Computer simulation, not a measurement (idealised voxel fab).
process module | voxel released beams
cross-section cut | 170 nm wide | cells 5 nm
A cross-section is a grid of square cells, given in bands from the top down. A band is one or more rows of cells.
Each band's line starts with the height of the band's top and of its bottom, in nm. Then come its materials from left to right, each with its width in nm. One material with "throughout" fills the band from edge to edge. "air" is empty space.
Height 0 is the level under which the wafer as received is all one material. The lowest band goes on downwards, as in "0 down".
A width such as "30 to 40" changes by the same amount from each row of cells to the next, from the band's top row to its bottom row.
"no change" after a step means that no cell of the cross-section changed.
closed voids: empty space of 8 cells or more with no open way to the top, each as width x height at its distance from the left edge, in nm
after a step's settings: what the simulator itself notes on the step
overlay nm, on a step with a mask: how far to the right of its planned place the mask lay; to the left if negative
Each pair below shows a cross-section before one step and the cross-section after it, down to the lowest band that changed. The line under each pair gives the step between them, with its settings. The pairs can come from different runs of this module on the same starting wafer, so a pair continues from the pair above only where its "before" says so.
before
  0 down: Si throughout
  closed voids: none
after
  5 to 0: SiN throughout
  below 0: unchanged
  closed voids: none
the step between: op CONFORMAL_DEP | material SiN | thk nm 5
before: the cross-section after the pair above
after
  25 to 5: SiO2 throughout
  below 5: unchanged
  closed voids: none
the step between: op DIRECTIONAL_DEP | material SiO2 | thk nm 20
before: the cross-section after the pair above
after
  40 to 25: aC throughout
  below 25: unchanged
  closed voids: none
the step between: op DIRECTIONAL_DEP | material aC | thk nm 15
before: the cross-section after the pair above
after
  70 to 40: resist 40 | air 45 | resist 85
  below 40: unchanged
  closed voids: none
the step between: op PATTERN | tone open | mask id ANCHOR | material resist | width nm 45 | thk nm 30 | overlay nm 0
before: the cross-section after the pair above
after
  55 to 40: resist 40 | air 45 | resist 85
  40 to 25: aC 40 | air 45 | aC 85
  below 25: unchanged
  closed voids: none
the step between: op DIRECTIONAL_ETCH | etch materials aC | depth nm 15
before: the cross-section after the pair above
after
  40 to 25: aC 40 | air 45 | aC 85
  below 25: unchanged
  closed voids: none
the step between: op STRIP | etch materials resist
before: the cross-section after the pair above
after
  40 to 25: aC 40 | air 45 | aC 85
  25 to 5: SiO2 40 | air 45 | SiO2 85
  below 5: unchanged
  closed voids: none
the step between: op DIRECTIONAL_ETCH | etch materials SiO2 | depth nm 20
before: the cross-section after the pair above
after
  25 to 5: SiO2 40 | air 45 | SiO2 85
  below 5: unchanged
  closed voids: none
the step between: op STRIP | etch materials aC
before: the cross-section after the pair above
after
  40 to 25: polySi 55 | air 15 | polySi 100
  25 to 20: SiO2 40 | polySi 15 | air 15 | polySi 15 | SiO2 85
  20 to 5: SiO2 40 | polySi 45 | SiO2 85
  below 5: unchanged
  closed voids: none
the step between: op CONFORMAL_DEP | material polySi | thk nm 15
before: the cross-section after the pair above
after
  50 to 40: aC 55 | air 15 | aC 100
  40 to 30: polySi 55 | air 15 | polySi 100
  30 to 25: polySi 55 | aC 15 | polySi 100
  25 to 20: SiO2 40 | polySi 15 | aC 15 | polySi 15 | SiO2 85
  below 20: unchanged
  closed voids: none
the step between: op DIRECTIONAL_DEP | material aC | thk nm 10
before: the cross-section after the pair above
after
  75 to 50: air 35 | resist 90 | air 45
  50 to 40: aC 55 | resist 15 | aC 100
  40 to 30: polySi 55 | resist 15 | polySi 100
  below 30: unchanged
  closed voids: none
the step between: op PATTERN | tone cover | mask id BEAM | material resist | width nm 90 | thk nm 25 | overlay nm 0
before: the cross-section after the pair above
after
  65 to 50: air 35 | resist 90 | air 45
  50 to 40: air 35 | aC 20 | resist 15 | aC 55 | air 45
  below 40: unchanged
  closed voids: none
the step between: op DIRECTIONAL_ETCH | etch materials aC | depth nm 10
before: the cross-section after the pair above
after
  50 to 40: air 35 | aC 20 | air 15 | aC 55 | air 45
  40 to 30: polySi 55 | air 15 | polySi 100
  below 30: unchanged
  closed voids: none
the step between: op STRIP | etch materials resist
before: the cross-section after the pair above
after
  50 to 40: air 35 | aC 20 | air 15 | aC 55 | air 45
  40 to 30: air 35 | polySi 20 | air 15 | polySi 55 | air 45
  30 to 25: air 35 | polySi 20 | aC 15 | polySi 55 | air 45
  below 25: unchanged
  closed voids: none
the step between: op DIRECTIONAL_ETCH | etch materials polySi | depth nm 15
before: the cross-section after the pair above
after
  40 to 25: air 35 | polySi 20 | air 15 | polySi 55 | air 45
  25 to 20: SiO2 40 | polySi 15 | air 15 | polySi 15 | SiO2 85
  below 20: unchanged
  closed voids: none
the step between: op STRIP | etch materials aC
before: the cross-section after the pair above
after
  40 to 25: air 35 | polySi 20 | air 15 | polySi 55 | air 45
  25 to 20: air 40 | polySi 15 | air 15 | polySi 15 | air 85
  20 to 5: air 40 | polySi 45 | air 85
  below 5: unchanged
  closed voids: none
the step between: op STRIP | etch materials SiO2
before
  0 down: Si throughout
  closed voids: none
after
  20 to 0: SiO2 throughout
  below 0: unchanged
  closed voids: none
the step between: op DIRECTIONAL_DEP | material SiO2 | thk nm 20
before: the cross-section after the pair above
after
  35 to 20: aC throughout
  below 20: unchanged
  closed voids: none
the step between: op DIRECTIONAL_DEP | material aC | thk nm 15
before: the cross-section after the pair above
after
  65 to 35: resist 40 | air 45 | resist 85
  below 35: unchanged
  closed voids: none
the step between: op PATTERN | tone open | mask id ANCHOR | material resist | width nm 45 | thk nm 30 | overlay nm 0
before: the cross-section after the pair above
after
  50 to 35: resist 40 | air 45 | resist 85
  35 to 20: aC 40 | air 45 | aC 85
  below 20: unchanged
  closed voids: none
the step between: op DIRECTIONAL_ETCH | etch materials aC | depth nm 15
before: the cross-section after the pair above
after
  35 to 20: aC 40 | air 45 | aC 85
  below 20: unchanged
  closed voids: none
the step between: op STRIP | etch materials resist
before: the cross-section after the pair above
after
  35 to 20: aC 40 | air 45 | aC 85
  20 to 0: SiO2 40 | air 45 | SiO2 85
  below 0: unchanged
  closed voids: none
the step between: op DIRECTIONAL_ETCH | etch materials SiO2 | depth nm 20
before: the cross-section after the pair above
after
  20 to 0: SiO2 40 | air 45 | SiO2 85
  below 0: unchanged
  closed voids: none
the step between: op STRIP | etch materials aC
before: the cross-section after the pair above
after
  35 to 20: polySi 55 | air 15 | polySi 100
  20 to 15: SiO2 40 | polySi 15 | air 15 | polySi 15 | SiO2 85
  15 to 0: SiO2 40 | polySi 45 | SiO2 85
  below 0: unchanged
  closed voids: none
the step between: op CONFORMAL_DEP | material polySi | thk nm 15
before: the cross-section after the pair above
after
  45 to 35: aC 55 | air 15 | aC 100
  35 to 25: polySi 55 | air 15 | polySi 100
  25 to 20: polySi 55 | aC 15 | polySi 100
  20 to 15: SiO2 40 | polySi 15 | aC 15 | polySi 15 | SiO2 85
  below 15: unchanged
  closed voids: none
the step between: op DIRECTIONAL_DEP | material aC | thk nm 10
before: the cross-section after the pair above
after
  70 to 45: air 35 | resist 90 | air 45
  45 to 35: aC 55 | resist 15 | aC 100
  35 to 25: polySi 55 | resist 15 | polySi 100
  below 25: unchanged
  closed voids: none
the step between: op PATTERN | tone cover | mask id BEAM | material resist | width nm 90 | thk nm 25 | overlay nm 0
before: the cross-section after the pair above
after
  60 to 45: air 35 | resist 90 | air 45
  45 to 35: air 35 | aC 20 | resist 15 | aC 55 | air 45
  below 35: unchanged
  closed voids: none
the step between: op DIRECTIONAL_ETCH | etch materials aC | depth nm 10
before: the cross-section after the pair above
after
  45 to 35: air 35 | aC 20 | air 15 | aC 55 | air 45
  35 to 25: polySi 55 | air 15 | polySi 100
  below 25: unchanged
  closed voids: none
the step between: op STRIP | etch materials resist
before: the cross-section after the pair above
after
  45 to 35: air 35 | aC 20 | air 15 | aC 55 | air 45
  35 to 25: air 35 | polySi 20 | air 15 | polySi 55 | air 45
  25 to 20: air 35 | polySi 20 | aC 15 | polySi 55 | air 45
  below 20: unchanged
  closed voids: none
the step between: op DIRECTIONAL_ETCH | etch materials polySi | depth nm 15
before: the cross-section after the pair above
after
  35 to 20: air 35 | polySi 20 | air 15 | polySi 55 | air 45
  20 to 15: SiO2 40 | polySi 15 | air 15 | polySi 15 | SiO2 85
  below 15: unchanged
  closed voids: none
the step between: op STRIP | etch materials aC
before: the cross-section after the pair above
after
  35 to 20: air 35 | polySi 20 | air 15 | polySi 55 | air 45
  20 to 15: air 40 | polySi 15 | air 15 | polySi 15 | air 85
  15 to 0: air 40 | polySi 45 | air 85
  below 0: unchanged
  closed voids: none
the step between: op STRIP | etch materials SiO2
before
  40 to 25: polySi 55 | air 15 | polySi 100
  25 to 20: SiO2 40 | polySi 15 | air 15 | polySi 15 | SiO2 85
  20 to 5: SiO2 40 | polySi 45 | SiO2 85
  5 to 0: SiN throughout
  0 down: Si throughout
  closed voids: none
after
  55 to 25: polySi throughout
  25 to 5: SiO2 40 | polySi 45 | SiO2 85
  below 5: unchanged
  closed voids: none
the step between: op CONFORMAL_DEP | material polySi | thk nm 15
before: the cross-section after the pair above
after
  65 to 55: aC throughout
  below 55: unchanged
  closed voids: none
the step between: op DIRECTIONAL_DEP | material aC | thk nm 10
before: the cross-section after the pair above
after
  90 to 65: air 35 | resist 90 | air 45
  below 65: unchanged
  closed voids: none
the step between: op PATTERN | tone cover | mask id BEAM | material resist | width nm 90 | thk nm 25 | overlay nm 0
before: the cross-section after the pair above
after
  80 to 65: air 35 | resist 90 | air 45
  65 to 55: air 35 | aC 90 | air 45
  below 55: unchanged
  closed voids: none
the step between: op DIRECTIONAL_ETCH | etch materials aC | depth nm 10
before: the cross-section after the pair above
after
  65 to 55: air 35 | aC 90 | air 45
  below 55: unchanged
  closed voids: none
the step between: op STRIP | etch materials resist
before: the cross-section after the pair above
after
  65 to 55: air 35 | aC 90 | air 45
  55 to 40: air 35 | polySi 90 | air 45
  below 40: unchanged
  closed voids: none
the step between: op DIRECTIONAL_ETCH | etch materials polySi | depth nm 15
before: the cross-section after the pair above
after
  55 to 40: air 35 | polySi 90 | air 45
  below 40: unchanged
  closed voids: none
the step between: op STRIP | etch materials aC
before
  20 to 0: SiO2 throughout
  0 down: Si throughout
  closed voids: none
after
  25 to 20: SiN throughout
  below 20: unchanged
  closed voids: none
the step between: op CONFORMAL_DEP | material SiN | thk nm 5
before: the cross-section after the pair above
after
  40 to 25: aC throughout
  below 25: unchanged
  closed voids: none
the step between: op DIRECTIONAL_DEP | material aC | thk nm 15
before: the cross-section after the pair above
after
  70 to 40: resist 40 | air 45 | resist 85
  below 40: unchanged
  closed voids: none
the step between: op PATTERN | tone open | mask id ANCHOR | material resist | width nm 45 | thk nm 30 | overlay nm 0
before: the cross-section after the pair above
after
  55 to 40: resist 40 | air 45 | resist 85
  40 to 25: aC 40 | air 45 | aC 85
  below 25: unchanged
  closed voids: none
the step between: op DIRECTIONAL_ETCH | etch materials aC | depth nm 15
before: the cross-section after the pair above
after
  40 to 25: aC 40 | air 45 | aC 85
  below 25: unchanged
  closed voids: none
the step between: op STRIP | etch materials resist
before: the cross-section after the pair above
after
  25 to 20: SiN throughout
  below 20: unchanged
  closed voids: none
the step between: op STRIP | etch materials aC
before: the cross-section after the pair above
after
  40 to 25: polySi throughout
  below 25: unchanged
  closed voids: none
the step between: op CONFORMAL_DEP | material polySi | thk nm 15
before: the cross-section after the pair above
after
  50 to 40: aC throughout
  below 40: unchanged
  closed voids: none
the step between: op DIRECTIONAL_DEP | material aC | thk nm 10
before: the cross-section after the pair above
after
  75 to 50: air 35 | resist 90 | air 45
  below 50: unchanged
  closed voids: none
the step between: op PATTERN | tone cover | mask id BEAM | material resist | width nm 90 | thk nm 25 | overlay nm 0
before: the cross-section after the pair above
after
  65 to 50: air 35 | resist 90 | air 45
  50 to 40: air 35 | aC 90 | air 45
  below 40: unchanged
  closed voids: none
the step between: op DIRECTIONAL_ETCH | etch materials aC | depth nm 10
before: the cross-section after the pair above
after
  50 to 40: air 35 | aC 90 | air 45
  below 40: unchanged
  closed voids: none
the step between: op STRIP | etch materials resist
before: the cross-section after the pair above
after
  50 to 40: air 35 | aC 90 | air 45
  40 to 25: air 35 | polySi 90 | air 45
  below 25: unchanged
  closed voids: none
the step between: op DIRECTIONAL_ETCH | etch materials polySi | depth nm 15
before: the cross-section after the pair above
after
  40 to 25: air 35 | polySi 90 | air 45
  below 25: unchanged
  closed voids: none
the step between: op STRIP | etch materials aC
before
  50 to 40: air 35 | aC 20 | air 15 | aC 55 | air 45
  40 to 30: polySi 55 | air 15 | polySi 100
  30 to 25: polySi 55 | aC 15 | polySi 100
  25 to 20: SiO2 40 | polySi 15 | aC 15 | polySi 15 | SiO2 85
  20 to 5: SiO2 40 | polySi 45 | SiO2 85
  5 to 0: SiN throughout
  0 down: Si throughout
  closed voids: none
after
  50 to 40: air 35 | aC 20 | air 15 | aC 55 | air 45
  40 to 30: air 35 | polySi 20 | air 15 | polySi 55 | air 45
  below 30: unchanged
  closed voids: none
the step between: op DIRECTIONAL_ETCH | etch materials polySi | depth nm 10
before: the cross-section after the pair above
after
  40 to 30: air 35 | polySi 20 | air 15 | polySi 55 | air 45
  30 to 25: polySi 55 | air 15 | polySi 100
  25 to 20: SiO2 40 | polySi 15 | air 15 | polySi 15 | SiO2 85
  below 20: unchanged
  closed voids: none
the step between: op STRIP | etch materials aC
before
  50 to 40: aC 55 | air 15 | aC 100
  40 to 30: polySi 55 | air 15 | polySi 100
  30 to 25: polySi 55 | aC 15 | polySi 100
  25 to 20: SiO2 40 | polySi 15 | aC 15 | polySi 15 | SiO2 85
  20 to 5: SiO2 40 | polySi 45 | SiO2 85
  5 to 0: SiN throughout
  0 down: Si throughout
  closed voids: none
after
  75 to 50: air 30 | resist 100 | air 40
  50 to 40: aC 55 | resist 15 | aC 100
  40 to 30: polySi 55 | resist 15 | polySi 100
  below 30: unchanged
  closed voids: none
the step between: op PATTERN | tone cover | mask id BEAM | material resist | width nm 100 | thk nm 25 | overlay nm 0
before: the cross-section after the pair above
after
  65 to 50: air 30 | resist 100 | air 40
  50 to 40: air 30 | aC 25 | resist 15 | aC 60 | air 40
  below 40: unchanged
  closed voids: none
the step between: op DIRECTIONAL_ETCH | etch materials aC | depth nm 10
before: the cross-section after the pair above
after
  50 to 40: air 30 | aC 25 | air 15 | aC 60 | air 40
  40 to 30: polySi 55 | air 15 | polySi 100
  below 30: unchanged
  closed voids: none
the step between: op STRIP | etch materials resist
before: the cross-section after the pair above
after
  50 to 40: air 30 | aC 25 | air 15 | aC 60 | air 40
  40 to 30: air 30 | polySi 25 | air 15 | polySi 60 | air 40
  30 to 25: air 30 | polySi 25 | aC 15 | polySi 60 | air 40
  below 25: unchanged
  closed voids: none
the step between: op DIRECTIONAL_ETCH | etch materials polySi | depth nm 15
before: the cross-section after the pair above
after
  40 to 25: air 30 | polySi 25 | air 15 | polySi 60 | air 40
  25 to 20: SiO2 40 | polySi 15 | air 15 | polySi 15 | SiO2 85
  below 20: unchanged
  closed voids: none
the step between: op STRIP | etch materials aC
before: the cross-section after the pair above
after
  40 to 25: air 30 | polySi 25 | air 15 | polySi 60 | air 40
  25 to 20: air 40 | polySi 15 | air 15 | polySi 15 | air 85
  20 to 5: air 40 | polySi 45 | air 85
  below 5: unchanged
  closed voids: none
the step between: op STRIP | etch materials SiO2
before
  40 to 25: aC throughout
  25 to 5: SiO2 throughout
  5 to 0: SiN throughout
  0 down: Si throughout
  closed voids: none
after
  70 to 40: resist 35 | air 45 | resist 90
  below 40: unchanged
  closed voids: none
the step between: op PATTERN | tone open | mask id ANCHOR | material resist | width nm 45 | thk nm 30 | overlay nm -5
before: the cross-section after the pair above
after
  55 to 40: resist 35 | air 45 | resist 90
  40 to 25: aC 35 | air 45 | aC 90
  below 25: unchanged
  closed voids: none
the step between: op DIRECTIONAL_ETCH | etch materials aC | depth nm 15
before: the cross-section after the pair above
after
  40 to 25: aC 35 | air 45 | aC 90
  below 25: unchanged
  closed voids: none
the step between: op STRIP | etch materials resist
before: the cross-section after the pair above
after
  40 to 25: aC 35 | air 45 | aC 90
  25 to 5: SiO2 35 | air 45 | SiO2 90
  below 5: unchanged
  closed voids: none
the step between: op DIRECTIONAL_ETCH | etch materials SiO2 | depth nm 20
before: the cross-section after the pair above
after
  25 to 5: SiO2 35 | air 45 | SiO2 90
  below 5: unchanged
  closed voids: none
the step between: op STRIP | etch materials aC
before: the cross-section after the pair above
after
  40 to 25: polySi 50 | air 15 | polySi 105
  25 to 20: SiO2 35 | polySi 15 | air 15 | polySi 15 | SiO2 90
  20 to 5: SiO2 35 | polySi 45 | SiO2 90
  below 5: unchanged
  closed voids: none
the step between: op CONFORMAL_DEP | material polySi | thk nm 15
before: the cross-section after the pair above
after
  50 to 40: aC 50 | air 15 | aC 105
  40 to 30: polySi 50 | air 15 | polySi 105
  30 to 25: polySi 50 | aC 15 | polySi 105
  25 to 20: SiO2 35 | polySi 15 | aC 15 | polySi 15 | SiO2 90
  below 20: unchanged
  closed voids: none
the step between: op DIRECTIONAL_DEP | material aC | thk nm 10
before: the cross-section after the pair above
after
  75 to 50: air 35 | resist 90 | air 45
  50 to 40: aC 50 | resist 15 | aC 105
  40 to 30: polySi 50 | resist 15 | polySi 105
  below 30: unchanged
  closed voids: none
the step between: op PATTERN | tone cover | mask id BEAM | material resist | width nm 90 | thk nm 25 | overlay nm 0
before: the cross-section after the pair above
after
  65 to 50: air 35 | resist 90 | air 45
  50 to 40: air 35 | aC 15 | resist 15 | aC 60 | air 45
  below 40: unchanged
  closed voids: none
the step between: op DIRECTIONAL_ETCH | etch materials aC | depth nm 10
before: the cross-section after the pair above
after
  50 to 40: air 35 | aC 15 | air 15 | aC 60 | air 45
  40 to 30: polySi 50 | air 15 | polySi 105
  below 30: unchanged
  closed voids: none
the step between: op STRIP | etch materials resist
before: the cross-section after the pair above
after
  50 to 40: air 35 | aC 15 | air 15 | aC 60 | air 45
  40 to 30: air 35 | polySi 15 | air 15 | polySi 60 | air 45
  30 to 25: air 35 | polySi 15 | aC 15 | polySi 60 | air 45
  below 25: unchanged
  closed voids: none
the step between: op DIRECTIONAL_ETCH | etch materials polySi | depth nm 15
before: the cross-section after the pair above
after
  40 to 25: air 35 | polySi 15 | air 15 | polySi 60 | air 45
  25 to 20: SiO2 35 | polySi 15 | air 15 | polySi 15 | SiO2 90
  below 20: unchanged
  closed voids: none
the step between: op STRIP | etch materials aC
before: the cross-section after the pair above
after
  40 to 25: air 35 | polySi 15 | air 15 | polySi 60 | air 45
  25 to 20: air 35 | polySi 15 | air 15 | polySi 15 | air 90
  20 to 5: air 35 | polySi 45 | air 90
  below 5: unchanged
  closed voids: none
the step between: op STRIP | etch materials SiO2
before
  25 to 5: SiO2 40 | air 45 | SiO2 85
  5 to 0: SiN throughout
  0 down: Si throughout
  closed voids: none
after
  40 to 25: SiN 55 | air 15 | SiN 100
  25 to 20: SiO2 40 | SiN 15 | air 15 | SiN 15 | SiO2 85
  20 to 5: SiO2 40 | SiN 45 | SiO2 85
  below 5: unchanged
  closed voids: none
the step between: op CONFORMAL_DEP | material SiN | thk nm 15
before: the cross-section after the pair above
after
  50 to 40: aC 55 | air 15 | aC 100
  40 to 30: SiN 55 | air 15 | SiN 100
  30 to 25: SiN 55 | aC 15 | SiN 100
  25 to 20: SiO2 40 | SiN 15 | aC 15 | SiN 15 | SiO2 85
  below 20: unchanged
  closed voids: none
the step between: op DIRECTIONAL_DEP | material aC | thk nm 10
before: the cross-section after the pair above
after
  75 to 50: air 35 | resist 90 | air 45
  50 to 40: aC 55 | resist 15 | aC 100
  40 to 30: SiN 55 | resist 15 | SiN 100
  below 30: unchanged
  closed voids: none
the step between: op PATTERN | tone cover | mask id BEAM | material resist | width nm 90 | thk nm 25 | overlay nm 0
before: the cross-section after the pair above
after
  65 to 50: air 35 | resist 90 | air 45
  50 to 40: air 35 | aC 20 | resist 15 | aC 55 | air 45
  below 40: unchanged
  closed voids: none
the step between: op DIRECTIONAL_ETCH | etch materials aC | depth nm 10
before: the cross-section after the pair above
after
  50 to 40: air 35 | aC 20 | air 15 | aC 55 | air 45
  40 to 30: SiN 55 | air 15 | SiN 100
  below 30: unchanged
  closed voids: none
the step between: op STRIP | etch materials resist
before: the cross-section after the pair above
after
  40 to 25: SiN 55 | air 15 | SiN 100
  25 to 20: SiO2 40 | SiN 15 | air 15 | SiN 15 | SiO2 85
  below 20: unchanged
  closed voids: none
the step between: op STRIP | etch materials aC
before
  40 to 25: aC throughout
  25 to 5: SiO2 throughout
  5 to 0: SiN throughout
  0 down: Si throughout
  closed voids: none
after
  70 to 40: air 40 | resist 45 | air 85
  below 40: unchanged
  closed voids: none
the step between: op PATTERN | tone cover | mask id ANCHOR | material resist | width nm 45 | thk nm 30 | overlay nm 0
before: the cross-section after the pair above
after
  55 to 40: air 40 | resist 45 | air 85
  40 to 25: air 40 | aC 45 | air 85
  below 25: unchanged
  closed voids: none
the step between: op DIRECTIONAL_ETCH | etch materials aC | depth nm 15
before: the cross-section after the pair above
after
  40 to 25: air 40 | aC 45 | air 85
  below 25: unchanged
  closed voids: none
the step between: op STRIP | etch materials resist
before: the cross-section after the pair above
after
  40 to 25: air 40 | aC 45 | air 85
  25 to 5: air 40 | SiO2 45 | air 85
  below 5: unchanged
  closed voids: none
the step between: op DIRECTIONAL_ETCH | etch materials SiO2 | depth nm 20
before: the cross-section after the pair above
after
  25 to 5: air 40 | SiO2 45 | air 85
  below 5: unchanged
  closed voids: none
the step between: op STRIP | etch materials aC
before: the cross-section after the pair above
after
  40 to 25: air 25 | polySi 75 | air 70
  25 to 20: air 25 | polySi 15 | SiO2 45 | polySi 15 | air 70
  20 to 5: polySi 40 | SiO2 45 | polySi 85
  below 5: unchanged
  closed voids: none
the step between: op CONFORMAL_DEP | material polySi | thk nm 15
before: the cross-section after the pair above
after
  50 to 40: air 25 | aC 75 | air 70
  40 to 30: air 25 | polySi 75 | air 70
  30 to 25: aC 25 | polySi 75 | aC 70
  25 to 20: aC 25 | polySi 15 | SiO2 45 | polySi 15 | aC 70
  below 20: unchanged
  closed voids: none
the step between: op DIRECTIONAL_DEP | material aC | thk nm 10
before: the cross-section after the pair above
after
  75 to 50: air 35 | resist 90 | air 45
  50 to 40: air 25 | aC 75 | resist 25 | air 45
  40 to 30: air 25 | polySi 75 | resist 25 | air 45
  below 30: unchanged
  closed voids: none
the step between: op PATTERN | tone cover | mask id BEAM | material resist | width nm 90 | thk nm 25 | overlay nm 0
before: the cross-section after the pair above
after
  65 to 50: air 35 | resist 90 | air 45
  50 to 40: air 35 | aC 65 | resist 25 | air 45
  40 to 30: air 25 | polySi 75 | resist 25 | air 45
  30 to 25: air 25 | polySi 75 | aC 25 | air 45
  25 to 20: air 25 | polySi 15 | SiO2 45 | polySi 15 | aC 25 | air 45
  below 20: unchanged
  closed voids: none
the step between: op DIRECTIONAL_ETCH | etch materials aC | depth nm 10
before: the cross-section after the pair above
after
  50 to 40: air 35 | aC 65 | air 70
  40 to 30: air 25 | polySi 75 | air 70
  below 30: unchanged
  closed voids: none
the step between: op STRIP | etch materials resist
before: the cross-section after the pair above
after
  50 to 40: air 35 | aC 65 | air 70
  40 to 30: air 35 | polySi 65 | air 70
  30 to 25: air 35 | polySi 65 | aC 25 | air 45
  25 to 20: air 25 | polySi 15 | SiO2 45 | polySi 15 | aC 25 | air 45
  20 to 5: air 25 | polySi 15 | SiO2 45 | polySi 40 | air 45
  below 5: unchanged
  closed voids: none
the step between: op DIRECTIONAL_ETCH | etch materials polySi | depth nm 15
before: the cross-section after the pair above
after
  40 to 25: air 35 | polySi 65 | air 70
  25 to 20: air 25 | polySi 15 | SiO2 45 | polySi 15 | air 70
  below 20: unchanged
  closed voids: none
the step between: op STRIP | etch materials aC
